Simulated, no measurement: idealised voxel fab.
Documented hereafter: the process module known as voxel spacer lines.
Section cut is 150 nm wide and gridded with 5 nm square cells.
Cross-section = grid of square cells, listed top down in bands; band = one or more rows. Top height, bottom height, nm. Materials left to right, width each, nm. Single material + "throughout" = fills band edge to edge. "empty" = empty. Height datum 0, below which the as-received substrate wafer is one material. Lowest band open at the bottom, running downward: "0..down". A width given as "30..40" starts at the first number in the band's top row and ends at the second number in its bottom row, shifting by an equal amount at every step from row to row. Step note "no alterations made" = no cross-section cell changed. For the entry "Cavities, sealed", the listed items are empty spaces with no open way to the top whose size is 8 cells or more; each item follows the pattern width x height at distance, where distance is from the left edge and all three are in nm. Past the settings on a step's line: simulator remark, on that step. Each step line may optionally specify "overlay nm", which for a step with a mask gives the rightward distance between the mask's planned place and where it lay, a negative value indicating the leftward direction.

## Listed below are the process steps as planned
1 RECEIVE (material Si)
2 CONFORMAL_DEP (material Al2O3; thk nm 5)
3 DIRECTIONAL_DEP (material W; thk nm 10)
4 DIRECTIONAL_DEP (material polySi; thk nm 20)
5 PATTERN (tone cover; mask id MANDREL; material resist; width nm 15; pitch nm 50; thk nm 25; overlay nm 0)
6 DIRECTIONAL_ETCH (etch materials polySi; depth nm 20)
7 STRIP (etch materials resist)
8 CONFORMAL_DEP (material SiN; thk nm 10)
9 DIRECTIONAL_ETCH (etch materials SiN; depth nm 10)
10 STRIP (etch materials polySi)
11 DIRECTIONAL_ETCH (etch materials W; depth nm 10)
12 STRIP (etch materials SiN)
13 FILL_DEP (material SiO2; thk nm 5)
14 CMP (height nm 15)

## Delivered wafer in cross-section: state after step 1
    0..down = Si throughout
    Cavities, sealed: none

## Cross-section: first of two wafers, module finished, run according to plan
    15..5 = SiO2 30 nm  W 10 nm  SiO2 15 nm  W 10 nm  SiO2 15 nm  W 10 nm  SiO2 15 nm  W 10 nm  SiO2 35 nm
    5..0 = Al2O3 throughout
    0..down = Si throughout
    Cavities, sealed: none

## Same start, same plan as the first wafer - but one mistake in the run. Cross-section of the second of the two at the end of the module
    15..10 = SiO2 throughout
    10..0 = SiO2 30 nm  W 10 nm  SiO2 15 nm  W 10 nm  SiO2 15 nm  W 10 nm  SiO2 15 nm  W 10 nm  SiO2 35 nm
    0..down = Si throughout
    Cavities, sealed: none
The mistake made against the process plan was this: step 2 in the plan did not get run; it was skipped
Final comparison by cell count, materials where the second wafer has more or fewer than the first: Al2O3 -30, SiO2 +30
